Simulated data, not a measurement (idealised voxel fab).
Title: Process Module voxel ribs on slabs
Displayed cross-section: cut, width of 230 nm, square cells sized 5 nm.
Notation: cross-section as square-cell grid; stated in bands, top first, going down; one or more cell rows per band. Within each band entry, the heights of the top and of the bottom of the band appear first, in that order and in nm; the materials of the band then follow from left to right, each with its corresponding width in nm. The designation "everywhere" on a single material indicates that it fills the band from edge to edge; the designation "empty" indicates empty space. Zero point of the height axis is 0; under it, received wafer = one material. Lowest band: continues down indefinitely, "top 0, no bottom". So if you see something like "30->40" for the width, read it as the top row of the band sitting at the first number and the bottom row at the second, with every row in between moving by the same amount as the last. Step note "nothing altered" = no cross-section cell changed. Listed in "Fully sealed cavities": every empty space of 8 or more cells without an open way to the top. Form: width x height at distance, the distance being from the left edge, all in nm. Anything after a step's settings on that line? It's the simulator's own note about the step. overlay nm: step with mask; distance mask lay right of planned place; negative value = left of planned place.

THESE ARE THE STEPS WE PLANNED FOR THE PROCESS
- 1: RECEIVE | material Si
- 2: DIRECTIONAL_DEP | material SiO2 | thk nm 25
- 3: DIRECTIONAL_DEP | material polySi | thk nm 15
- 4: PATTERN | tone cover | mask id RIB | material resist | width nm 25 | thk nm 15 | overlay nm 0
- 5: DIRECTIONAL_ETCH | etch materials polySi | depth nm 10
- 6: STRIP | etch materials resist
- 7: DIRECTIONAL_DEP | material aC | thk nm 15
- 8: PATTERN | tone cover | mask id SLAB | material resist | width nm 85 | thk nm 30 | overlay nm 0
- 9: DIRECTIONAL_ETCH | etch materials aC | depth nm 15
- 10: STRIP | etch materials resist
- 11: DIRECTIONAL_ETCH | etch materials polySi | depth nm 5
- 12: STRIP | etch materials aC
- 13: FILL_DEP | material SiO2 | thk nm 20
- 14: CMP | height nm 50
- 15: DIRECTIONAL_DEP | material TiN | thk nm 10
- 16: PATTERN | tone cover | mask id HEATER | material resist | width nm 35 | thk nm 15 | overlay nm 0
- 17: DIRECTIONAL_ETCH | etch materials TiN | depth nm 10
- 18: STRIP | etch materials resist
- 19: CONFORMAL_DEP | material SiN | thk nm 10

RECEIVED-STATE CROSS-SECTION, REFLECTING COMPLETION OF STEP 1
- top 0, no bottom = Si everywhere
- Fully sealed cavities: none

CROSS-SECTIONAL IMAGE OF THE FIRST OF TWO WAFERS AT THE END OF THE MODULE, THE RUN HAVING PROCEEDED AS PLANNED
- top 70, bottom 60 = 85 nm empty  55 nm SiN  90 nm empty
- top 60, bottom 50 = 95 nm SiN  35 nm TiN  100 nm SiN
- top 50, bottom 40 = SiO2 everywhere
- top 40, bottom 30 = 100 nm SiO2  25 nm polySi  105 nm SiO2
- top 30, bottom 25 = 70 nm SiO2  85 nm polySi  75 nm SiO2
- top 25, bottom 0 = SiO2 everywhere
- top 0, no bottom = Si everywhere
- Fully sealed cavities: none

END-OF-MODULE CROSS-SECTION OF THE SECOND WAFER: IDENTICAL STARTING POINT AND PROCESS PLAN TO THE FIRST, WITH ONE PROCESSING MISTAKE
- top 70, bottom 60 = 85 nm empty  55 nm SiN  90 nm empty
- top 60, bottom 50 = 95 nm SiN  35 nm TiN  100 nm SiN
- top 50, bottom 40 = SiO2 everywhere
- top 40, bottom 30 = 100->70 nm SiO2  25->85 nm polySi  105->75 nm SiO2
- top 30, bottom 25 = polySi everywhere
- top 25, bottom 0 = SiO2 everywhere
- top 0, no bottom = Si everywhere
- Fully sealed cavities: none
What broke from the plan during processing? step 5 did not happen as planned, as run it was DIRECTIONAL_ETCH | etch materials polySi | depth nm 5
FYI, end of process, the second wafer has more or fewer cells of some materials than the first: -41 SiO2, +41 polySi
